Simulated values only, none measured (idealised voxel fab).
Module name: voxel quadruple lines (process module)
The width of the displayed cross-section, cut, is 200 nm; its cells are square, with a size of 5 nm.
The cross-sections in this document take the form of a grid made of square cells. They are written out as bands, in order from top to bottom. Each band consists of one or more rows of cells.
Basically the band line says how high the top is and how high the bottom is, in nm, and then what's in it from left to right, every material with its width in nm. Empty space shows up as "blank", and if a single material carries "throughout" it runs the full band edge to edge.
Height 0 is the level under which the wafer as received is all one material. The lowest band goes on downwards, as in "0 nm and below".
You'd read "30..40" like this: the band's top row of cells is as wide as the first number, its bottom row is as wide as the second, and going down, every row changes width by the same amount as the row before did.
"no change" means the step left every cell of the cross-section as it was.
This entry, "Enclosed cavities", enumerates those empty regions of no fewer than 8 cells that possess no open connection to the top. Each region is reported in the form width x height at distance, the distance being taken from the left edge, with all three quantities expressed in nm.
If you see something after the settings on a step's line, that's the simulator's own remark about that step.
You can add "overlay nm" to a step's line. For a step with a mask, it describes how far the mask lay to the right of its planned position, and a negative number describes a lay to the left.

The planned process steps are enumerated hereunder
1) RECEIVE,material Si
2) CONFORMAL_DEP,material Al2O3,thk nm 5
3) DIRECTIONAL_DEP,material Ru,thk nm 10
4) DIRECTIONAL_DEP,material polySi,thk nm 20
5) DIRECTIONAL_DEP,material aC,thk nm 20
6) PATTERN,tone cover,mask id MANDREL,material resist,width nm 20,pitch nm 60,thk nm 30,overlay nm 0
7) DIRECTIONAL_ETCH,etch materials aC,depth nm 20
8) STRIP,etch materials resist
9) CONFORMAL_DEP,material SiO2,thk nm 10
10) DIRECTIONAL_ETCH,etch materials SiO2,depth nm 10
11) STRIP,etch materials aC
12) DIRECTIONAL_ETCH,etch materials polySi,depth nm 20
13) STRIP,etch materials SiO2
14) CONFORMAL_DEP,material SiN,thk nm 5
15) DIRECTIONAL_ETCH,etch materials SiN,depth nm 5
16) STRIP,etch materials polySi
17) DIRECTIONAL_ETCH,etch materials Ru,depth nm 10
18) STRIP,etch materials SiN
19) FILL_DEP,material SiO2,thk nm 10
20) CMP,height nm 15

Of two wafers, the first: run according to plan

As-received wafer cross-section (after step 1)
0 nm and below = Si throughout
Enclosed cavities: none

After step 2
5 nm to 0 nm = Al2O3 throughout
Note: structure below 0 unchanged.

After step 3
15 nm to 5 nm = Ru throughout
Note: structure below 5 unchanged.

After step 4
35 nm to 15 nm = polySi throughout
Note: structure below 15 unchanged.

After step 5
55 nm to 35 nm = aC throughout
Note: structure below 35 unchanged.

After step 6
85 nm to 55 nm = 60 of blank | 20 of resist | 40 of blank | 20 of resist | 60 of blank
Note: structure below 55 unchanged.

After step 7
65 nm to 55 nm = 60 of blank | 20 of resist | 40 of blank | 20 of resist | 60 of blank
55 nm to 35 nm = 60 of blank | 20 of aC | 40 of blank | 20 of aC | 60 of blank
Note: structure below 35 unchanged.

After step 8
55 nm to 35 nm = 60 of blank | 20 of aC | 40 of blank | 20 of aC | 60 of blank
Note: structure below 35 unchanged.

After step 9
65 nm to 55 nm = 50 of blank | 40 of SiO2 | 20 of blank | 40 of SiO2 | 50 of blank
55 nm to 45 nm = 50 of blank | 10 of SiO2 | 20 of aC | 10 of SiO2 | 20 of blank | 10 of SiO2 | 20 of aC | 10 of SiO2 | 50 of blank
45 nm to 35 nm = 60 of SiO2 | 20 of aC | 40 of SiO2 | 20 of aC | 60 of SiO2
Note: structure below 35 unchanged.

After step 10
55 nm to 35 nm = 50 of blank | 10 of SiO2 | 20 of aC | 10 of SiO2 | 20 of blank | 10 of SiO2 | 20 of aC | 10 of SiO2 | 50 of blank
Note: structure below 35 unchanged.

After step 11
55 nm to 35 nm = 50 of blank | 10 of SiO2 | 20 of blank | 10 of SiO2 | 20 of blank | 10 of SiO2 | 20 of blank | 10 of SiO2 | 50 of blank
Note: structure below 35 unchanged.

After step 12
55 nm to 35 nm = 50 of blank | 10 of SiO2 | 20 of blank | 10 of SiO2 | 20 of blank | 10 of SiO2 | 20 of blank | 10 of SiO2 | 50 of blank
35 nm to 15 nm = 50 of blank | 10 of polySi | 20 of blank | 10 of polySi | 20 of blank | 10 of polySi | 20 of blank | 10 of polySi | 50 of blank
Note: structure below 15 unchanged.

After step 13
35 nm to 15 nm = 50 of blank | 10 of polySi | 20 of blank | 10 of polySi | 20 of blank | 10 of polySi | 20 of blank | 10 of polySi | 50 of blank
Note: structure below 15 unchanged.

After step 14
40 nm to 35 nm = 45 of blank | 20 of SiN | 10 of blank | 20 of SiN | 10 of blank | 20 of SiN | 10 of blank | 20 of SiN | 45 of blank
35 nm to 20 nm = 45 of blank | 5 of SiN | 10 of polySi | 5 of SiN | 10 of blank | 5 of SiN | 10 of polySi | 5 of SiN | 10 of blank | 5 of SiN | 10 of polySi | 5 of SiN | 10 of blank | 5 of SiN | 10 of polySi | 5 of SiN | 45 of blank
20 nm to 15 nm = 50 of SiN | 10 of polySi | 20 of SiN | 10 of polySi | 20 of SiN | 10 of polySi | 20 of SiN | 10 of polySi | 50 of SiN
Note: structure below 15 unchanged.

After step 15
35 nm to 15 nm = 45 of blank | 5 of SiN | 10 of polySi | 5 of SiN | 10 of blank | 5 of SiN | 10 of polySi | 5 of SiN | 10 of blank | 5 of SiN | 10 of polySi | 5 of SiN | 10 of blank | 5 of SiN | 10 of polySi | 5 of SiN | 45 of blank
Note: structure below 15 unchanged.

After step 16
35 nm to 15 nm = 45 of blank | 5 of SiN | 10 of blank | 5 of SiN | 10 of blank | 5 of SiN | 10 of blank | 5 of SiN | 10 of blank | 5 of SiN | 10 of blank | 5 of SiN | 10 of blank | 5 of SiN | 10 of blank | 5 of SiN | 45 of blank
Note: structure below 15 unchanged.

After step 17
35 nm to 15 nm = 45 of blank | 5 of SiN | 10 of blank | 5 of SiN | 10 of blank | 5 of SiN | 10 of blank | 5 of SiN | 10 of blank | 5 of SiN | 10 of blank | 5 of SiN | 10 of blank | 5 of SiN | 10 of blank | 5 of SiN | 45 of blank
15 nm to 5 nm = 45 of blank | 5 of Ru | 10 of blank | 5 of Ru | 10 of blank | 5 of Ru | 10 of blank | 5 of Ru | 10 of blank | 5 of Ru | 10 of blank | 5 of Ru | 10 of blank | 5 of Ru | 10 of blank | 5 of Ru | 45 of blank
Note: structure below 5 unchanged.

After step 18
15 nm to 5 nm = 45 of blank | 5 of Ru | 10 of blank | 5 of Ru | 10 of blank | 5 of Ru | 10 of blank | 5 of Ru | 10 of blank | 5 of Ru | 10 of blank | 5 of Ru | 10 of blank | 5 of Ru | 10 of blank | 5 of Ru | 45 of blank
Note: structure below 5 unchanged.

After step 19
25 nm to 15 nm = SiO2 throughout
15 nm to 5 nm = 45 of SiO2 | 5 of Ru | 10 of SiO2 | 5 of Ru | 10 of SiO2 | 5 of Ru | 10 of SiO2 | 5 of Ru | 10 of SiO2 | 5 of Ru | 10 of SiO2 | 5 of Ru | 10 of SiO2 | 5 of Ru | 10 of SiO2 | 5 of Ru | 45 of SiO2
Note: structure below 5 unchanged.

After step 20
15 nm to 5 nm = 45 of SiO2 | 5 of Ru | 10 of SiO2 | 5 of Ru | 10 of SiO2 | 5 of Ru | 10 of SiO2 | 5 of Ru | 10 of SiO2 | 5 of Ru | 10 of SiO2 | 5 of Ru | 10 of SiO2 | 5 of Ru | 10 of SiO2 | 5 of Ru | 45 of SiO2
Note: structure below 5 unchanged.

It is to be noted that the second wafer proceeded from the same initial state and according to the same plan as the first, although one mistake was committed in its execution; through step 5, inclusive, the two wafers share an identical history

Cross-section: second wafer, time at which step 6 was scheduled to end
85 nm to 55 nm = 55 of blank | 30 of resist | 30 of blank | 30 of resist | 55 of blank
Note: structure below 55 unchanged.

Cross-section: second wafer, time at which step 7 was scheduled to end
65 nm to 55 nm = 55 of blank | 30 of resist | 30 of blank | 30 of resist | 55 of blank
55 nm to 35 nm = 55 of blank | 30 of aC | 30 of blank | 30 of aC | 55 of blank
Note: structure below 35 unchanged.

Cross-section: second wafer, time at which step 8 was scheduled to end
55 nm to 35 nm = 55 of blank | 30 of aC | 30 of blank | 30 of aC | 55 of blank
Note: structure below 35 unchanged.

Cross-section: second wafer, time at which step 9 was scheduled to end
65 nm to 55 nm = 45 of blank | 50 of SiO2 | 10 of blank | 50 of SiO2 | 45 of blank
55 nm to 45 nm = 45 of blank | 10 of SiO2 | 30 of aC | 10 of SiO2 | 10 of blank | 10 of SiO2 | 30 of aC | 10 of SiO2 | 45 of blank
45 nm to 35 nm = 55 of SiO2 | 30 of aC | 30 of SiO2 | 30 of aC | 55 of SiO2
Note: structure below 35 unchanged.

Cross-section: second wafer, time at which step 10 was scheduled to end
55 nm to 35 nm = 45 of blank | 10 of SiO2 | 30 of aC | 10 of SiO2 | 10 of blank | 10 of SiO2 | 30 of aC | 10 of SiO2 | 45 of blank
Note: structure below 35 unchanged.

Cross-section: second wafer, time at which step 11 was scheduled to end
55 nm to 35 nm = 45 of blank | 10 of SiO2 | 30 of blank | 10 of SiO2 | 10 of blank | 10 of SiO2 | 30 of blank | 10 of SiO2 | 45 of blank
Note: structure below 35 unchanged.

Cross-section: second wafer, time at which step 12 was scheduled to end
55 nm to 35 nm = 45 of blank | 10 of SiO2 | 30 of blank | 10 of SiO2 | 10 of blank | 10 of SiO2 | 30 of blank | 10 of SiO2 | 45 of blank
35 nm to 15 nm = 45 of blank | 10 of polySi | 30 of blank | 10 of polySi | 10 of blank | 10 of polySi | 30 of blank | 10 of polySi | 45 of blank
Note: structure below 15 unchanged.

Cross-section: second wafer, time at which step 13 was scheduled to end
35 nm to 15 nm = 45 of blank | 10 of polySi | 30 of blank | 10 of polySi | 10 of blank | 10 of polySi | 30 of blank | 10 of polySi | 45 of blank
Note: structure below 15 unchanged.

Cross-section: second wafer, time at which step 14 was scheduled to end
40 nm to 35 nm = 40 of blank | 20 of SiN | 20 of blank | 40 of SiN | 20 of blank | 20 of SiN | 40 of blank
35 nm to 20 nm = 40 of blank | 5 of SiN | 10 of polySi | 5 of SiN | 20 of blank | 5 of SiN | 10 of polySi | 10 of SiN | 10 of polySi | 5 of SiN | 20 of blank | 5 of SiN | 10 of polySi | 5 of SiN | 40 of blank
20 nm to 15 nm = 45 of SiN | 10 of polySi | 30 of SiN | 10 of polySi | 10 of SiN | 10 of polySi | 30 of SiN | 10 of polySi | 45 of SiN
Note: structure below 15 unchanged.

Cross-section: second wafer, time at which step 15 was scheduled to end
35 nm to 15 nm = 40 of blank | 5 of SiN | 10 of polySi | 5 of SiN | 20 of blank | 5 of SiN | 10 of polySi | 10 of SiN | 10 of polySi | 5 of SiN | 20 of blank | 5 of SiN | 10 of polySi | 5 of SiN | 40 of blank
Note: structure below 15 unchanged.

Cross-section: second wafer, time at which step 16 was scheduled to end
35 nm to 15 nm = 40 of blank | 5 of SiN | 10 of blank | 5 of SiN | 20 of blank | 5 of SiN | 10 of blank | 10 of SiN | 10 of blank | 5 of SiN | 20 of blank | 5 of SiN | 10 of blank | 5 of SiN | 40 of blank
Note: structure below 15 unchanged.

Cross-section: second wafer, time at which step 17 was scheduled to end
35 nm to 15 nm = 40 of blank | 5 of SiN | 10 of blank | 5 of SiN | 20 of blank | 5 of SiN | 10 of blank | 10 of SiN | 10 of blank | 5 of SiN | 20 of blank | 5 of SiN | 10 of blank | 5 of SiN | 40 of blank
15 nm to 5 nm = 40 of blank | 5 of Ru | 10 of blank | 5 of Ru | 20 of blank | 5 of Ru | 10 of blank | 10 of Ru | 10 of blank | 5 of Ru | 20 of blank | 5 of Ru | 10 of blank | 5 of Ru | 40 of blank
Note: structure below 5 unchanged.

Cross-section: second wafer, time at which step 18 was scheduled to end
15 nm to 5 nm = 40 of blank | 5 of Ru | 10 of blank | 5 of Ru | 20 of blank | 5 of Ru | 10 of blank | 10 of Ru | 10 of blank | 5 of Ru | 20 of blank | 5 of Ru | 10 of blank | 5 of Ru | 40 of blank
Note: structure below 5 unchanged.

Cross-section: second wafer, time at which step 19 was scheduled to end
25 nm to 15 nm = SiO2 throughout
15 nm to 5 nm = 40 of SiO2 | 5 of Ru | 10 of SiO2 | 5 of Ru | 20 of SiO2 | 5 of Ru | 10 of SiO2 | 10 of Ru | 10 of SiO2 | 5 of Ru | 20 of SiO2 | 5 of Ru | 10 of SiO2 | 5 of Ru | 40 of SiO2
Note: structure below 5 unchanged.

Cross-section: second wafer, time at which step 20 was scheduled to end
15 nm to 5 nm = 40 of SiO2 | 5 of Ru | 10 of SiO2 | 5 of Ru | 20 of SiO2 | 5 of Ru | 10 of SiO2 | 10 of Ru | 10 of SiO2 | 5 of Ru | 20 of SiO2 | 5 of Ru | 10 of SiO2 | 5 of Ru | 40 of SiO2
Note: structure below 5 unchanged.
Heads up, the wafer didn't run the way we planned it: off-plan run, step 6, actual operation and settings PATTERN,tone cover,mask id MANDREL,material resist,width nm 30,pitch nm 60,thk nm 30,overlay nm 0
The concluding comparison shows that, measured in cells, each material is equally abundant on both wafers, albeit at different positions.
